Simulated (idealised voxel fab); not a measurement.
Process module heading - voxel trench capacitor
Cross-section cut: width 255 nm, square cells of 5 nm.
For the purposes of this document, a cross-section shall be understood as a grid of square cells, specified as bands listed in top-to-bottom order, each band consisting of one or more rows of cells.
Top, bottom (nm), then materials left to right with widths (nm); lone material tagged "edge to edge" fills the whole band edge to edge; "empty" = empty space.
Heads up on the height convention: 0 is the point under which the incoming wafer is all one material, and the lowest band has no bottom, it just keeps going down, like "z 0 and below".
Width spec "30->40" -> top row of cells at first value, bottom row at second value, equal per-row change in between.
For the purposes of this document, the phrase "no modifications" attached to a step denotes that no cell within the cross-section was modified by that step.
"closed voids" contains a list of empty spaces, each no smaller than 8 cells and without an open way to the top, written in the form width x height at distance with the distance from the left edge and all three in nm.
Note: text after step settings on the step line = simulator remark on that step.
If you see "overlay nm" on a step's line and that step has a mask, it's telling you how far right of where it was planned the mask ended up; a negative number means it went left instead.
So here's the lineup of process steps we planned
1. RECEIVE: material Si
2. CONFORMAL_DEP: material SiN, thk nm 10
3. DIRECTIONAL_DEP: material aC, thk nm 15
4. PATTERN: tone open, mask id TRENCH, material resist, width nm 20, pitch nm 45, thk nm 30, overlay nm 0
5. DIRECTIONAL_ETCH: etch materials aC, depth nm 15
6. STRIP: etch materials resist
7. DIRECTIONAL_ETCH: etch materials SiN, depth nm 10
8. DIRECTIONAL_ETCH: etch materials Si, depth nm 30
9. STRIP: etch materials aC
10. CONFORMAL_DEP: material SiO2, thk nm 5
11. FILL_DEP: material polySi, thk nm 10
12. CMP: height nm 10
Received-state cross-section, reflecting completion of step 1
- z 0 and below | Si edge to edge
- closed voids: none
Looking at the first of two wafers in cross-section at end of module - ran to plan
- z 10 to 0 | 50 SiN / 5 SiO2 / 10 polySi / 5 SiO2 / 25 SiN / 5 SiO2 / 10 polySi / 5 SiO2 / 25 SiN / 5 SiO2 / 10 polySi / 5 SiO2 / 25 SiN / 5 SiO2 / 10 polySi / 5 SiO2 / 50 SiN
- z 0 to -25 | 50 Si / 5 SiO2 / 10 polySi / 5 SiO2 / 25 Si / 5 SiO2 / 10 polySi / 5 SiO2 / 25 Si / 5 SiO2 / 10 polySi / 5 SiO2 / 25 Si / 5 SiO2 / 10 polySi / 5 SiO2 / 50 Si
- z -25 to -30 | 50 Si / 20 SiO2 / 25 Si / 20 SiO2 / 25 Si / 20 SiO2 / 25 Si / 20 SiO2 / 50 Si
- z -30 and below | Si edge to edge
- closed voids: none
So this is wafer number two of the two, cut at the end of the module - it started where the first did and had the same plan, we just got one thing wrong running it
- z 10 to 0 | 50 SiN / 5 SiO2 / 15 polySi / 5 SiO2 / 20 SiN / 5 SiO2 / 15 polySi / 5 SiO2 / 20 SiN / 5 SiO2 / 15 polySi / 5 SiO2 / 20 SiN / 5 SiO2 / 15 polySi / 5 SiO2 / 45 SiN
- z 0 to -25 | 50 Si / 5 SiO2 / 15 polySi / 5 SiO2 / 20 Si / 5 SiO2 / 15 polySi / 5 SiO2 / 20 Si / 5 SiO2 / 15 polySi / 5 SiO2 / 20 Si / 5 SiO2 / 15 polySi / 5 SiO2 / 45 Si
- z -25 to -30 | 50 Si / 25 SiO2 / 20 Si / 25 SiO2 / 20 Si / 25 SiO2 / 20 Si / 25 SiO2 / 45 Si
- z -30 and below | Si edge to edge
- closed voids: none
Heads up, the wafer didn't run the way we planned it: in deviation from the planned setting, step 4 was conducted as PATTERN: tone open, mask id TRENCH, material resist, width nm 25, pitch nm 45, thk nm 30, overlay nm 0
The closing comparison, in cells, has the second wafer with more or fewer of some materials than the first: 24 fewer of Si, 8 fewer of SiN, 4 more of SiO2, 28 more of polySi
